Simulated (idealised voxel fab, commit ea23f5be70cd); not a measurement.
process module | voxel air gaps
cross-section cut | 195 nm wide | cells 5 nm
A cross-section is a grid of square cells, given in bands from the top down. A band is one or more rows of cells.
Each band's line starts with the height of the band's top and of its bottom, in nm. Then come its materials from left to right, each with its width in nm. One material with "throughout" fills the band from edge to edge. "air" is empty space.
Height 0 is the level under which the wafer as received is all one material. The lowest band goes on downwards, as in "0 down".
A width such as "30 to 40" changes by the same amount from each row of cells to the next, from the band's top row to its bottom row.
"no change" after a step means that no cell of the cross-section changed.
closed voids: empty space of 8 cells or more with no open way to the top, each as width x height at its distance from the left edge, in nm
after a step's settings: what the simulator itself notes on the step
overlay nm, on a step with a mask: how far to the right of its planned place the mask lay; to the left if negative
plan
1 op RECEIVE | material Si
2 op CONFORMAL_DEP | material SiO2 | thk nm 15
3 op CONFORMAL_DEP | material SiN | thk nm 5
4 op DIRECTIONAL_DEP | material SiO2 | thk nm 40
5 op DIRECTIONAL_DEP | material aC | thk nm 15
6 op PATTERN | tone open | mask id LINES | material resist | width nm 15 | pitch nm 45 | thk nm 35 | overlay nm 0
7 op DIRECTIONAL_ETCH | etch materials aC | depth nm 15
8 op STRIP | etch materials resist
9 op DIRECTIONAL_ETCH | etch materials SiO2 | depth nm 40
10 op STRIP | etch materials aC
11 op CONFORMAL_DEP | material TiN | thk nm 5
12 op FILL_DEP | material W | thk nm 5
13 op CMP | height nm 60
14 op EPI | material Ru | thk nm 10
15 op SELECTIVE_ETCH | etch materials SiO2 | depth nm 50
16 op CONFORMAL_DEP | material SiN | thk nm 5
varied across the wafers: thk nm of step 3. The plan shows the first wafer's value. All wafers start alike
first wafer as received, after step 1
  0 down: Si throughout
  closed voids: none
first wafer at the end, after step 16
  75 to 70: air 30 | SiN 135 | air 30
  70 to 60: air 30 | SiN 5 | Ru 35 | SiN 10 | Ru 35 | SiN 10 | Ru 35 | SiN 5 | air 30
  60 to 55: air 30 | SiN 15 | TiN 5 | W 5 | TiN 5 | SiN 30 | TiN 5 | W 5 | TiN 5 | SiN 30 | TiN 5 | W 5 | TiN 5 | SiN 15 | air 30
  55 to 25: air 40 | SiN 5 | TiN 5 | W 5 | TiN 5 | SiN 5 | air 20 | SiN 5 | TiN 5 | W 5 | TiN 5 | SiN 5 | air 20 | SiN 5 | TiN 5 | W 5 | TiN 5 | SiN 5 | air 40
  25 to 20: SiN 45 | TiN 15 | SiN 30 | TiN 15 | SiN 30 | TiN 15 | SiN 45
  20 to 15: SiN throughout
  15 to 0: SiO2 throughout
  0 down: Si throughout
  closed voids: 20 x 30 at 65; 20 x 30 at 110
last wafer at the end
  75 to 70: air 30 | SiN 135 | air 30
  70 to 60: air 30 | SiN 5 | Ru 35 | SiN 10 | Ru 35 | SiN 10 | Ru 35 | SiN 5 | air 30
  60 to 55: air 30 | SiN 15 | TiN 5 | W 5 | TiN 5 | SiN 30 | TiN 5 | W 5 | TiN 5 | SiN 30 | TiN 5 | W 5 | TiN 5 | SiN 15 | air 30
  55 to 40: air 40 | SiN 5 | TiN 5 | W 5 | TiN 5 | SiN 5 | air 20 | SiN 5 | TiN 5 | W 5 | TiN 5 | SiN 5 | air 20 | SiN 5 | TiN 5 | W 5 | TiN 5 | SiN 5 | air 40
  40 to 35: SiN 45 | TiN 15 | SiN 30 | TiN 15 | SiN 30 | TiN 15 | SiN 45
  35 to 15: SiN throughout
  15 to 0: SiO2 throughout
  0 down: Si throughout
  closed voids: 20 x 15 at 65; 20 x 15 at 110
each wafer at the end: cells of each material gained (+) or lost (-) since it was received, then its closed voids
thk nm 5 | +42 Ru | +162 SiN | +117 SiO2 | +51 TiN | +21 W | closed voids: 20 x 30 at 65; 20 x 30 at 110
thk nm 10 | +42 Ru | +195 SiN | +117 SiO2 | +45 TiN | +18 W | closed voids: 20 x 25 at 65; 20 x 25 at 110
thk nm 15 | +42 Ru | +228 SiN | +117 SiO2 | +39 TiN | +15 W | closed voids: 20 x 20 at 65; 20 x 20 at 110
thk nm 20 | +42 Ru | +261 SiN | +117 SiO2 | +33 TiN | +12 W | closed voids: 20 x 15 at 65; 20 x 15 at 110
